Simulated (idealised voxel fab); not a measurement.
Proc. module: voxel gate over fins
It is cross-section cut that appears here, measuring 275 nm in width, its square cells being 5 nm in size.
A cross-section is a grid of square cells, given in bands from the top down. A band is one or more rows of cells.
The entry gives the band's vertical extent as a top height and a bottom height in nm, then its horizontal make-up as materials from left to right, each with a width in nm. "blank" stands for empty space; a single material marked "everywhere" fills the band edge to edge.
For the purposes of this specification, 0 denotes the height below which the wafer in its as-received condition is composed wholly of one material, and the lowermost band, lacking a lower limit, extends downward without end, as expressed in "0 -> down".
The notation "30->40" denotes a width that varies across the rows of cells in the band, beginning at the first number in the top row, finishing at the second number in the bottom row, and changing by an identical amount from each row to the next.
The cross-section has no changed cell in any step marked "nothing different".
The entry titled "Enclosed void catalog" provides the empty spaces that have no open way to the top, restricted to those of 8 cells or more. Each is presented as width x height at distance, the distance being measured from the left edge, with all three in nm.
Post-settings text on a step line: simulator's own remark regarding the step.
overlay nm: for a step with a mask, the amount by which the mask lay right of where it was planned; a negative amount means left of it.
### Steps in the process plan
step 1: RECEIVE [material Si]
step 2: CONFORMAL_DEP [material SiN] [thk nm 10]
step 3: DIRECTIONAL_DEP [material aC] [thk nm 15]
step 4: PATTERN [tone cover] [mask id FINS] [material resist] [width nm 15] [pitch nm 50] [thk nm 35] [overlay nm 0]
step 5: DIRECTIONAL_ETCH [etch materials aC] [depth nm 15]
step 6: STRIP [etch materials resist]
step 7: DIRECTIONAL_ETCH [etch materials SiN] [depth nm 10]
step 8: DIRECTIONAL_ETCH [etch materials Si] [depth nm 40]
step 9: STRIP [etch materials aC]
step 10: OXIDIZE [depth nm 5]
step 11: FILL_DEP [material SiO2] [thk nm 15]
step 12: CMP [height nm 10]
step 13: MASKED_ETCH [tone open] [mask id RAIL] [width nm 15] [etch materials SiO2] [depth nm 45] [overlay nm 0]
step 14: CONFORMAL_DEP [material TiN] [thk nm 5]
step 15: FILL_DEP [material W] [thk nm 10]
step 16: CMP [height nm 10]
step 17: SELECTIVE_ETCH [etch materials W Ru TiN] [depth nm 30]
step 18: FILL_DEP [material SiO2] [thk nm 5]
step 19: CMP [height nm 10]
step 20: SELECTIVE_ETCH [etch materials SiO2] [depth nm 20]
step 21: STRIP [etch materials SiN]
step 22: CONFORMAL_DEP [material HfO2] [thk nm 5]
step 23: CONFORMAL_DEP [material TiN] [thk nm 5]
step 24: CONFORMAL_DEP [material TiAl] [thk nm 5]
step 25: CONFORMAL_DEP [material TiN] [thk nm 5]
step 26: FILL_DEP [material W] [thk nm 15]
step 27: CMP [height nm 30]
step 28: CONFORMAL_DEP [material SiCN] [thk nm 10]
### Here's what the wafer looked like in cross-section when it arrived - that's after step 1
* 0 -> down = Si everywhere
* Enclosed void catalog: none
### Looking at the first of two wafers in cross-section at end of module - ran to plan
* 40 -> 30 = SiCN everywhere
* 30 -> 20 = W everywhere
* 20 -> 15 = W: 90; TiN: 45; W: 5; TiN: 45; W: 90
* 15 -> 10 = W: 90; TiN: 5; TiAl: 35; TiN: 5; W: 5; TiN: 5; TiAl: 35; TiN: 5; W: 90
* 10 -> 5 = TiN: 95; TiAl: 5; TiN: 25; TiAl: 5; TiN: 15; TiAl: 5; TiN: 25; TiAl: 5; TiN: 95
* 5 -> 0 = TiAl: 100; TiN: 5; HfO2: 15; TiN: 5; TiAl: 25; TiN: 5; HfO2: 15; TiN: 5; TiAl: 100
* 0 -> -5 = TiN: 105; HfO2: 5; Si: 5; HfO2: 5; TiN: 35; HfO2: 5; Si: 5; HfO2: 5; TiN: 105
* -5 -> -10 = HfO2: 110; Si: 5; HfO2: 45; Si: 5; HfO2: 110
* -10 -> -20 = SiO2: 110; Si: 5; SiO2: 45; Si: 5; SiO2: 110
* -20 -> -30 = SiO2: 110; Si: 5; SiO2: 15; TiN: 5; W: 5; TiN: 5; SiO2: 15; Si: 5; SiO2: 110
* -30 -> -35 = SiO2: 110; Si: 5; SiO2: 15; TiN: 15; SiO2: 15; Si: 5; SiO2: 110
* -35 -> -45 = SiO2: 110; Si: 5; SiO2: 45; Si: 5; SiO2: 110
* -45 -> down = Si everywhere
* Enclosed void catalog: none
### Cross-sectional view of the second of two wafers upon completion of the module. This wafer shared its starting condition and process plan with the first; one error was made during its execution
* 40 -> 30 = SiCN everywhere
* 30 -> 20 = W everywhere
* 20 -> 15 = W: 90; TiN: 45; W: 5; TiN: 45; W: 90
* 15 -> 10 = W: 90; TiN: 5; TiAl: 35; TiN: 5; W: 5; TiN: 5; TiAl: 35; TiN: 5; W: 90
* 10 -> 5 = W: 90; TiN: 5; TiAl: 5; TiN: 25; TiAl: 5; TiN: 5; W: 5; TiN: 5; TiAl: 5; TiN: 25; TiAl: 5; TiN: 5; W: 90
* 5 -> 0 = W: 90; TiN: 5; TiAl: 5; TiN: 5; HfO2: 15; TiN: 5; TiAl: 5; TiN: 5; W: 5; TiN: 5; TiAl: 5; TiN: 5; HfO2: 15; TiN: 5; TiAl: 5; TiN: 5; W: 90
* 0 -> -5 = W: 90; TiN: 5; TiAl: 5; TiN: 5; HfO2: 5; Si: 5; HfO2: 5; TiN: 5; TiAl: 5; TiN: 15; TiAl: 5; TiN: 5; HfO2: 5; Si: 5; HfO2: 5; TiN: 5; TiAl: 5; TiN: 5; W: 90
* -5 -> -10 = W: 90; TiN: 5; TiAl: 5; TiN: 5; HfO2: 5; Si: 5; HfO2: 5; TiN: 5; TiAl: 25; TiN: 5; HfO2: 5; Si: 5; HfO2: 5; TiN: 5; TiAl: 5; TiN: 5; W: 90
* -10 -> -15 = TiN: 95; TiAl: 5; TiN: 5; HfO2: 5; Si: 5; HfO2: 5; TiN: 35; HfO2: 5; Si: 5; HfO2: 5; TiN: 5; TiAl: 5; TiN: 95
* -15 -> -20 = TiAl: 100; TiN: 5; HfO2: 5; Si: 5; HfO2: 5; TiN: 5; HfO2: 25; TiN: 5; HfO2: 5; Si: 5; HfO2: 5; TiN: 5; TiAl: 100
* -20 -> -25 = TiN: 105; HfO2: 5; Si: 5; HfO2: 5; TiN: 5; HfO2: 5; TiN: 5; W: 5; TiN: 5; HfO2: 5; TiN: 5; HfO2: 5; Si: 5; HfO2: 5; TiN: 105
* -25 -> -30 = HfO2: 110; Si: 5; HfO2: 15; TiN: 5; W: 5; TiN: 5; HfO2: 15; Si: 5; HfO2: 110
* -30 -> -35 = SiO2: 110; Si: 5; SiO2: 15; TiN: 15; SiO2: 15; Si: 5; SiO2: 110
* -35 -> -45 = SiO2: 110; Si: 5; SiO2: 45; Si: 5; SiO2: 110
* -45 -> down = Si everywhere
* Enclosed void catalog: none
Against the plan, the run slipped here: step 20 of the plan was carried out twice
Bottom line after processing is that, in cells, the second wafer is up or down on some materials versus the first: HfO2 +20; SiO2 -206; TiAl +12; TiN +28; W +146
